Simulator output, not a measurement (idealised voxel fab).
Process module, titled voxel self aligned vias
The cross-section on display is named cut; it measures 170 nm wide, and its cells are 5 nm squares.
How to read a cross-section here: the picture is a grid of square cells, written as bands going from the top down, and any band can span one or more rows of cells.
First you get the band's top height and its bottom height, in nm, and then the materials it's made of, left to right, with each width in nm. If you see a single material with "full width", that one covers the band edge to edge. "air" is empty space.
Heights are measured from 0, the level below which the as-received wafer is all one material; the lowest band has no bottom and continues downward, written as in "top 0, no bottom".
You'd read "30->40" like this: the band's top row of cells is as wide as the first number, its bottom row is as wide as the second, and going down, every row changes width by the same amount as the row before did.
"nothing got changed" -> step changed no cross-section cell.
Voids not open to the top, 8 cells minimum: see "Cavities, closed". Written width x height at distance; distance is from the left edge; nm.
It should be noted that, on the line of a given step, the content following the step's settings is a remark produced by the simulator itself with respect to that step.
overlay nm: on a step with a mask, how far right of its planned place the mask lay; negative means left.
[Steps in the process plan]
| 1 | RECEIVE (material Si) |
| 2 | CONFORMAL_DEP (material SiO2; thk nm 15) |
| 3 | CONFORMAL_DEP (material SiCN; thk nm 5) |
| 4 | DIRECTIONAL_DEP (material lowk; thk nm 20) |
| 5 | PATTERN (tone open; mask id LINES; material resist; width nm 20; pitch nm 55; thk nm 20; overlay nm 0) |
| 6 | DIRECTIONAL_ETCH (etch materials lowk; depth nm 20) |
| 7 | STRIP (etch materials resist) |
| 8 | CONFORMAL_DEP (material TiN; thk nm 5) |
| 9 | FILL_DEP (material Ru; thk nm 5) |
| 10 | CMP (height nm 40) |
| 11 | SELECTIVE_ETCH (etch materials W Ru TiN; depth nm 10) |
| 12 | FILL_DEP (material SiN; thk nm 10) |
| 13 | CMP (height nm 40) |
| 14 | DIRECTIONAL_DEP (material lowk; thk nm 20) |
| 15 | MASKED_ETCH (tone open; mask id VIAS; width nm 30; pitch nm 110; etch materials lowk; depth nm 20; overlay nm 0) |
| 16 | MASKED_ETCH (tone open; mask id VIAS; width nm 30; pitch nm 110; etch materials SiN; depth nm 10; overlay nm 0) |
| 17 | CONFORMAL_DEP (material TiN; thk nm 5) |
| 18 | FILL_DEP (material Ru; thk nm 10) |
| 19 | CMP (height nm 60) |
| 20 | CONFORMAL_DEP (material SiN; thk nm 5) |
[Cross-section of the incoming wafer, state after step 1]
	top 0, no bottom: Si full width
	Cavities, closed: none
[Looking at the first of two wafers in cross-section at end of module - ran to plan]
	top 65, bottom 60: SiN full width
	top 60, bottom 45: lowk=15, TiN=5, Ru=20, TiN=5, lowk=80, TiN=5, Ru=20, TiN=5, lowk=15
	top 45, bottom 40: lowk=15, TiN=10, Ru=10, TiN=10, lowk=80, TiN=10, Ru=10, TiN=10, lowk=15
	top 40, bottom 35: lowk=20, TiN=5, Ru=10, TiN=5, lowk=35, SiN=20, lowk=35, TiN=5, Ru=10, TiN=5, lowk=20
	top 35, bottom 30: lowk=20, TiN=20, lowk=35, SiN=20, lowk=35, TiN=20, lowk=20
	top 30, bottom 25: lowk=20, TiN=5, Ru=10, TiN=5, lowk=35, TiN=5, Ru=10, TiN=5, lowk=35, TiN=5, Ru=10, TiN=5, lowk=20
	top 25, bottom 20: lowk=20, TiN=20, lowk=35, TiN=20, lowk=35, TiN=20, lowk=20
	top 20, bottom 15: SiCN full width
	top 15, bottom 0: SiO2 full width
	top 0, no bottom: Si full width
	Cavities, closed: none
[Wafer two, end of module, cross-section. Same start, same plan as wafer one. One mistake in the run]
	top 65, bottom 60: SiN full width
	top 60, bottom 45: lowk=15, TiN=5, Ru=20, TiN=5, lowk=80, TiN=5, Ru=20, TiN=5, lowk=15
	top 45, bottom 40: lowk=15, TiN=15, Ru=10, TiN=5, lowk=80, TiN=15, Ru=10, TiN=5, lowk=15
	top 40, bottom 35: lowk=25, TiN=5, Ru=10, TiN=5, lowk=35, SiN=20, lowk=35, TiN=5, Ru=10, TiN=5, lowk=15
	top 35, bottom 30: lowk=25, TiN=20, lowk=35, SiN=20, lowk=35, TiN=20, lowk=15
	top 30, bottom 25: lowk=25, TiN=5, Ru=10, TiN=5, lowk=35, TiN=5, Ru=10, TiN=5, lowk=35, TiN=5, Ru=10, TiN=5, lowk=15
	top 25, bottom 20: lowk=25, TiN=20, lowk=35, TiN=20, lowk=35, TiN=20, lowk=15
	top 20, bottom 15: SiCN full width
	top 15, bottom 0: SiO2 full width
	top 0, no bottom: Si full width
	Cavities, closed: none
The mistake made against the process plan was this: rather than as planned, step 5 actually ran as PATTERN (tone open; mask id LINES; material resist; width nm 20; pitch nm 55; thk nm 20; overlay nm 5)
In the final comparison it is observed that the number of cells assigned to each material is identical for the two wafers, whereas their placement is not.
